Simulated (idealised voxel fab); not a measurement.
The process module that follows is named voxel fin reveal.
It is cross-section cut that appears here, measuring 205 nm in width, its square cells being 5 nm in size.
A cross-section in this document is a grid of square cells, and it is written down as bands, the top band listed before the ones below it; a band is made up of one or more rows of cells. Band: top and bottom heights (nm) first, top before bottom; then materials from left to right, widths in nm. "everywhere" marks a sole material filling the band edge to edge. "empty" denotes empty space. Counting heights begins at 0, where everything beneath is, in the wafer as received, one material. The lowest band has no bottom; it goes on downwards, as "top 0, no bottom" shows. With a width like "30->40", each row of cells in the band differs from the next by the same amount, the top row carrying the first number and the bottom row the second. For the purposes of this document, the phrase "nothing got changed" attached to a step denotes that no cell within the cross-section was modified by that step. "Enclosed void list" lists enclosed empty spaces (at least 8 cells, no open path upward to the top), each as width x height at distance from the left edge, in nm. after a step's settings: what the simulator itself notes on the step. "overlay nm" denotes, for a step that has a mask, the displacement of the mask to the right of its planned place, with negative values corresponding to the left.
-- Steps in the process plan
1 RECEIVE | material Si
2 CONFORMAL_DEP | material SiN | thk nm 5
3 DIRECTIONAL_DEP | material aC | thk nm 10
4 PATTERN | tone cover | mask id FINS | material resist | width nm 15 | pitch nm 45 | thk nm 30 | overlay nm 0
5 DIRECTIONAL_ETCH | etch materials aC | depth nm 10
6 STRIP | etch materials resist
7 DIRECTIONAL_ETCH | etch materials SiN | depth nm 5
8 DIRECTIONAL_ETCH | etch materials Si | depth nm 35
9 STRIP | etch materials aC
10 FILL_DEP | material SiO2 | thk nm 15
11 CMP | height nm 5
12 SELECTIVE_ETCH | etch materials SiO2 | depth nm 15
13 STRIP | etch materials SiN
14 CONFORMAL_DEP | material HfO2 | thk nm 5
-- Cross-sectional view of the wafer in its as-received condition, corresponding to the state after step 1
* top 0, no bottom  Si everywhere
* Enclosed void list: none
-- Cross-section, end of module. Start: as above. Plan: as above. Execution: one mistake
* top 10, bottom 5  HfO2 (55); empty (5); HfO2 (40); empty (5); HfO2 (40); empty (5); HfO2 (55)
* top 5, bottom 0  aC (50); HfO2 (15); aC (30); HfO2 (15); aC (30); HfO2 (15); aC (50)
* top 0, bottom -35  aC (50); Si (15); aC (30); Si (15); aC (30); Si (15); aC (50)
* top -35, no bottom  Si everywhere
* Enclosed void list: none
Run error: step 10 was not run as planned; what actually ran was FILL_DEP | material aC | thk nm 15
